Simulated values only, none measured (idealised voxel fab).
process module | voxel capacitor over wiring
cross-section cut | 180 nm wide | cells 5 nm
A cross-section is a grid of square cells, given in bands from the top down. A band is one or more rows of cells.
Each band's line starts with the height of the band's top and of its bottom, in nm. Then come its materials from left to right, each with its width in nm. One material with "throughout" fills the band from edge to edge. "air" is empty space.
Height 0 is the level under which the wafer as received is all one material. The lowest band goes on downwards, as in "0 down".
A width such as "30 to 40" changes by the same amount from each row of cells to the next, from the band's top row to its bottom row.
"no change" after a step means that no cell of the cross-section changed.
closed voids: empty space of 8 cells or more with no open way to the top, each as width x height at its distance from the left edge, in nm
after a step's settings: what the simulator itself notes on the step
overlay nm, on a step with a mask: how far to the right of its planned place the mask lay; to the left if negative
plan
1 op RECEIVE | material Si
2 op CONFORMAL_DEP | material SiO2 | thk nm 10
3 op DIRECTIONAL_DEP | material TiN | thk nm 5
4 op DIRECTIONAL_DEP | material Ru | thk nm 20
5 op MASKED_ETCH | tone cover | mask id METAL_1 | width nm 20 | pitch nm 75 | etch materials Ru | depth nm 20 | overlay nm 0
6 op MASKED_ETCH | tone cover | mask id METAL_1 | width nm 20 | pitch nm 75 | etch materials TiN | depth nm 5 | overlay nm 0
7 op CONFORMAL_DEP | material SiN | thk nm 5
8 op FILL_DEP | material SiO2 | thk nm 10
9 op CMP | height nm 35
10 op CONFORMAL_DEP | material SiCN | thk nm 5
11 op DIRECTIONAL_DEP | material lowk | thk nm 10
12 op PATTERN | tone open | mask id PLUG_1 | material resist | width nm 15 | thk nm 15 | overlay nm 0
13 op DIRECTIONAL_ETCH | etch materials lowk | depth nm 10
14 op DIRECTIONAL_ETCH | etch materials SiCN | depth nm 5
15 op STRIP | etch materials resist
16 op CONFORMAL_DEP | material TiN | thk nm 5
17 op FILL_DEP | material W | thk nm 10
18 op CMP | height nm 50
19 op DIRECTIONAL_DEP | material TiN | thk nm 5
20 op DIRECTIONAL_DEP | material SiN | thk nm 5
21 op DIRECTIONAL_DEP | material TiN | thk nm 10
22 op PATTERN | tone cover | mask id UPPER_PLATE | material resist | width nm 60 | thk nm 15 | overlay nm 0
23 op DIRECTIONAL_ETCH | etch materials TiN | depth nm 10
24 op DIRECTIONAL_ETCH | etch materials SiN | depth nm 5
25 op STRIP | etch materials resist
26 op PATTERN | tone cover | mask id LOWER_PLATE | material resist | width nm 70 | thk nm 15 | overlay nm 0
27 op DIRECTIONAL_ETCH | etch materials TiN | depth nm 5
28 op STRIP | etch materials resist
29 op FILL_DEP | material SiO2 | thk nm 15
30 op CMP | height nm 80
31 op PATTERN | tone open | mask id PLUG_2 | material resist | width nm 15 | thk nm 15 | overlay nm 0
32 op DIRECTIONAL_ETCH | etch materials SiO2 | depth nm 10
33 op STRIP | etch materials resist
34 op CONFORMAL_DEP | material TiN | thk nm 5
35 op FILL_DEP | material Ru | thk nm 10
36 op CMP | height nm 80
37 op CONFORMAL_DEP | material SiCN | thk nm 5
as received, after step 1
  0 down: Si throughout
  closed voids: none
a wafer at the end: this start, this plan, one mistake
  75 to 70: SiCN throughout
  70 to 60: SiO2 45 | TiN 60 | SiO2 75
  60 to 55: SiO2 45 | SiN 60 | SiO2 75
  55 to 50: SiO2 40 | TiN 70 | SiO2 70
  50 to 40: lowk 45 | TiN 5 | W 5 | TiN 5 | lowk 120
  40 to 35: SiCN 45 | TiN 15 | SiCN 120
  35 to 15: SiO2 35 | SiN 5 | Ru 20 | SiN 5 | SiO2 45 | SiN 5 | Ru 20 | SiN 5 | SiO2 40
  15 to 10: SiN 40 | TiN 20 | SiN 55 | TiN 20 | SiN 45
  10 to 0: SiO2 throughout
  0 down: Si throughout
  closed voids: none
what went wrong: step 36 ran as: op CMP | height nm 70
